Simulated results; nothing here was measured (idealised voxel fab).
The name of this process module is voxel self aligned contacts.
Section shown: cut. Width: 170 nm. Cell size: 5 nm, square.
Cross-section format: a grid of square cells, given as bands from top to bottom; each band is one or more rows of cells.
It is stipulated that each band's entry specify, in nanometres, the height of the top of the band and then that of its bottom, followed by the materials of the band in left-to-right sequence, each together with its width in nanometres. A single material marked by the word "all across" is understood to fill the band from edge to edge; the word "blank" is understood to denote empty space.
Counting heights begins at 0, where everything beneath is, in the wafer as received, one material. The lowest band has no bottom; it goes on downwards, as "0..down" shows.
Width "30 to 40": first value at the band's top row of cells, second value at its bottom row, equal change from row to row.
"all unchanged" for a step: no cell of the cross-section changed in that step.
Closed-off voids of 8+ cells (no open route to the top) go in "Unvented internal voids", written width x height at distance from the left edge, in nm.
Where a step's line continues beyond its settings, the continuation is a remark by the simulator itself on that step.
A step's line can hold "overlay nm"; with a mask on that step, the setting says how far right of the planned place the mask lay, while a negative setting says it lay to the left.
plan:
- 1: RECEIVE [material Si]
- 2: CONFORMAL_DEP [material SiO2] [thk nm 5]
- 3: DIRECTIONAL_DEP [material polySi] [thk nm 30]
- 4: DIRECTIONAL_DEP [material SiN] [thk nm 20]
- 5: DIRECTIONAL_DEP [material aC] [thk nm 10]
- 6: PATTERN [tone cover] [mask id GATE] [material resist] [width nm 30] [pitch nm 60] [thk nm 25] [overlay nm 0]
- 7: DIRECTIONAL_ETCH [etch materials aC] [depth nm 10]
- 8: STRIP [etch materials resist]
- 9: DIRECTIONAL_ETCH [etch materials SiN] [depth nm 20]
- 10: DIRECTIONAL_ETCH [etch materials polySi] [depth nm 30]
- 11: STRIP [etch materials aC]
- 12: CONFORMAL_DEP [material SiN] [thk nm 5]
- 13: DIRECTIONAL_ETCH [etch materials SiN] [depth nm 5]
- 14: FILL_DEP [material SiO2] [thk nm 10]
- 15: CMP [height nm 60]
- 16: PATTERN [tone open] [mask id CONTACT] [material resist] [width nm 40] [thk nm 15] [overlay nm -15]
- 17: DIRECTIONAL_ETCH [etch materials SiO2] [depth nm 60]
- 18: STRIP [etch materials resist]
- 19: CONFORMAL_DEP [material TiN] [thk nm 5]
- 20: FILL_DEP [material W] [thk nm 5]
- 21: CMP [height nm 60]
- 22: CONFORMAL_DEP [material SiN] [thk nm 5]
Wafers differ in overlay nm at step 16; plan lists the first wafer's value; identical starting state.
Sectional view: first of several wafers, as received, after step 1:
0..down  Si all across
Unvented internal voids: none
Note: the following table is arranged by wafer, a row apiece. Each row reports the end-of-module state: per material, cells gained (+) or cells lost (-) compared with the wafer as received; closed voids follow:
overlay nm -15 | +122 SiN | +207 SiO2 | +30 TiN | +11 W | +72 polySi | Unvented internal voids: none
overlay nm -10 | +122 SiN | +196 SiO2 | +30 TiN | +22 W | +72 polySi | Unvented internal voids: none
overlay nm -5 | +122 SiN | +196 SiO2 | +30 TiN | +22 W | +72 polySi | Unvented internal voids: none
overlay nm 0 | +122 SiN | +196 SiO2 | +30 TiN | +22 W | +72 polySi | Unvented internal voids: none
overlay nm 5 | +122 SiN | +196 SiO2 | +30 TiN | +22 W | +72 polySi | Unvented internal voids: none
overlay nm 10 | +122 SiN | +196 SiO2 | +30 TiN | +22 W | +72 polySi | Unvented internal voids: none
overlay nm 15 | +122 SiN | +207 SiO2 | +30 TiN | +11 W | +72 polySi | Unvented internal voids: none
